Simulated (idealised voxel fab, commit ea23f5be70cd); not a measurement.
Process module, titled voxel ribs on slabs
It is cross-section cut that appears here, measuring 275 nm in width, its square cells being 5 nm in size.
For the purposes of this document, a cross-section shall be understood as a grid of square cells, specified as bands listed in top-to-bottom order, each band consisting of one or more rows of cells.
Within each band entry, the heights of the top and of the bottom of the band appear first, in that order and in nm; the materials of the band then follow from left to right, each with its corresponding width in nm. The designation "edge to edge" on a single material indicates that it fills the band from edge to edge; the designation "air" indicates empty space.
Height reference: 0 = level under which incoming wafer is all one material. Lowest band: no bottom, runs on downward, e.g. "0..down".
So if you see something like "30 to 40" for the width, read it as the top row of the band sitting at the first number and the bottom row at the second, with every row in between moving by the same amount as the last.
Reading "nothing got changed" for a step: not a cell of the cross-section changed in it.
This entry, "Catalogued sealed voids", enumerates those empty regions of no fewer than 8 cells that possess no open connection to the top. Each region is reported in the form width x height at distance, the distance being taken from the left edge, with all three quantities expressed in nm.
after a step's settings: what the simulator itself notes on the step
overlay nm: how far to the right of its planned place the mask lay on this masked step (negative: to the left).
Process steps foreseen in the plan:
1: RECEIVE | material Si
2: DIRECTIONAL_DEP | material SiO2 | thk nm 20
3: DIRECTIONAL_DEP | material SiN | thk nm 20
4: MASKED_ETCH | tone cover | mask id RIB | width nm 25 | etch materials SiN | depth nm 10 | overlay nm 0
5: MASKED_ETCH | tone cover | mask id SLAB | width nm 55 | etch materials SiN | depth nm 10 | overlay nm 0
6: FILL_DEP | material SiO2 | thk nm 25
7: CMP | height nm 60
8: DIRECTIONAL_DEP | material TiN | thk nm 5
9: PATTERN | tone cover | mask id HEATER | material resist | width nm 35 | thk nm 20 | overlay nm 0
10: DIRECTIONAL_ETCH | etch materials TiN | depth nm 5
11: STRIP | etch materials resist
12: CONFORMAL_DEP | material SiN | thk nm 10
Cross-section of the incoming wafer, state after step 1:
0..down = Si edge to edge
Catalogued sealed voids: none
Post-module cross-section of the first of two wafers (run per plan):
75..70 = 110 air, 55 SiN, 110 air
70..65 = SiN edge to edge
65..60 = 120 SiN, 35 TiN, 120 SiN
60..40 = SiO2 edge to edge
40..30 = 125 SiO2, 25 SiN, 125 SiO2
30..20 = 110 SiO2, 55 SiN, 110 SiO2
20..0 = SiO2 edge to edge
0..down = Si edge to edge
Catalogued sealed voids: none
Presented here is a cross-section of the second of the two wafers as it stood at the end of the module. It was started in the same manner and assigned the same plan as the first wafer; however, one mistake was made in its execution:
75..70 = 110 air, 55 SiN, 110 air
70..65 = SiN edge to edge
65..60 = 120 SiN, 35 TiN, 120 SiN
60..40 = SiO2 edge to edge
40..30 = 120 SiO2, 25 SiN, 130 SiO2
30..20 = 110 SiO2, 55 SiN, 110 SiO2
20..0 = SiO2 edge to edge
0..down = Si edge to edge
Catalogued sealed voids: none
The mistake made against the process plan was this: step 4, actual vs plan mismatch, actual run MASKED_ETCH | tone cover | mask id RIB | width nm 25 | etch materials SiN | depth nm 10 | overlay nm -5
Tallied in cells, the final second wafer holds each material in the same quantity as the first, although not at the same places.
